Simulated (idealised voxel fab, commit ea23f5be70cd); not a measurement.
The document below concerns the process module designated voxel trench capacitor.
Each square cell in cross-section cut measures 5 nm, and the section as a whole is 270 nm wide.
Cross-section = grid of square cells, listed top down in bands; band = one or more rows.
Look at the band entry: it leads with the top's height and the bottom's height in nm. Then it lists the materials left to right, with a width in nm for each. The word "throughout" on a single material says that material fills the band edge to edge. The word "empty" is empty space.
Ref level 0: as-received wafer is one material below here. Bottom band extends down with no lower bound ("top 0, no bottom").
A two-number width, for instance "30..40", indicates that the width is equal to the first number in the top row of the band and to the second number in the bottom row, and that it changes by a constant amount per row of cells.
The designation "no modifications", where it is given for a processing step, indicates that no cell of the cross-section was altered in the course of that step.
If an empty space has no open way to the top and is at least 8 cells in size, "Trapped void list" lists it, written width x height at distance, where distance is measured from the left edge and every value is in nm.
Where a step's line continues beyond its settings, the continuation is a remark by the simulator itself on that step.
The optional step-line setting "overlay nm" applies to steps with a mask and quantifies how far to the right of its planned location the mask lay, a negative value indicating leftward placement.
This section lists the process steps that were planned:
- 1: RECEIVE, material Si
- 2: CONFORMAL_DEP, material SiN, thk nm 5
- 3: DIRECTIONAL_DEP, material aC, thk nm 15
- 4: PATTERN, tone open, mask id TRENCH, material resist, width nm 15, pitch nm 30, thk nm 35, overlay nm 0
- 5: DIRECTIONAL_ETCH, etch materials aC, depth nm 15
- 6: STRIP, etch materials resist
- 7: DIRECTIONAL_ETCH, etch materials SiN, depth nm 5
- 8: DIRECTIONAL_ETCH, etch materials Si, depth nm 35
- 9: STRIP, etch materials aC
- 10: CONFORMAL_DEP, material SiO2, thk nm 5
- 11: FILL_DEP, material polySi, thk nm 10
- 12: CMP, height nm 5
Cross-section of the wafer as it came to us, i.e., already through step 1:
top 0, no bottom | Si throughout
Trapped void list: none
Cross-section at module end, one run error; start and plan unchanged from above:
top 5, bottom 0 | SiN 95 nm  SiO2 5 nm  polySi 5 nm  SiO2 5 nm  SiN 15 nm  SiO2 5 nm  polySi 5 nm  SiO2 5 nm  SiN 15 nm  SiO2 5 nm  polySi 5 nm  SiO2 5 nm  SiN 100 nm
top 0, bottom -65 | Si 95 nm  SiO2 5 nm  polySi 5 nm  SiO2 5 nm  Si 15 nm  SiO2 5 nm  polySi 5 nm  SiO2 5 nm  Si 15 nm  SiO2 5 nm  polySi 5 nm  SiO2 5 nm  Si 100 nm
top -65, bottom -70 | Si 95 nm  SiO2 15 nm  Si 15 nm  SiO2 15 nm  Si 15 nm  SiO2 15 nm  Si 100 nm
top -70, no bottom | Si throughout
Trapped void list: none
Misprocessing identified: step 8 in the plan was executed twice
